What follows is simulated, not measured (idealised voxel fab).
process module | voxel trench capacitor
cross-section cut | 285 nm wide | cells 5 nm
A cross-section is a grid of square cells, given in bands from the top down. A band is one or more rows of cells.
Each band's line starts with the height of the band's top and of its bottom, in nm. Then come its materials from left to right, each with its width in nm. One material with "throughout" fills the band from edge to edge. "air" is empty space.
Height 0 is the level under which the wafer as received is all one material. The lowest band goes on downwards, as in "0 down".
A width such as "30 to 40" changes by the same amount from each row of cells to the next, from the band's top row to its bottom row.
"no change" after a step means that no cell of the cross-section changed.
closed voids: empty space of 8 cells or more with no open way to the top, each as width x height at its distance from the left edge, in nm
after a step's settings: what the simulator itself notes on the step
overlay nm, on a step with a mask: how far to the right of its planned place the mask lay; to the left if negative
plan
1 op RECEIVE | material Si
2 op CONFORMAL_DEP | material SiN | thk nm 5
3 op MASKED_ETCH | tone open | mask id TRENCH | width nm 20 | pitch nm 45 | etch materials SiN | depth nm 5 | overlay nm 0
4 op MASKED_ETCH | tone open | mask id TRENCH | width nm 20 | pitch nm 45 | etch materials Si | depth nm 25 | overlay nm 0
5 op CONFORMAL_DEP | material SiO2 | thk nm 5
6 op FILL_DEP | material polySi | thk nm 5
7 op CMP | height nm 5
as received, after step 1
  0 down: Si throughout
  closed voids: none
a wafer at the end: this start, this plan, one mistake
  5 to 0: SiO2 85 | SiN 20 | SiO2 25 | SiN 20 | SiO2 25 | SiN 20 | SiO2 90
  0 down: Si throughout
  closed voids: none
what went wrong: step 3 ran as: op MASKED_ETCH | tone cover | mask id TRENCH | width nm 20 | pitch nm 45 | etch materials SiN | depth nm 5 | overlay nm 0
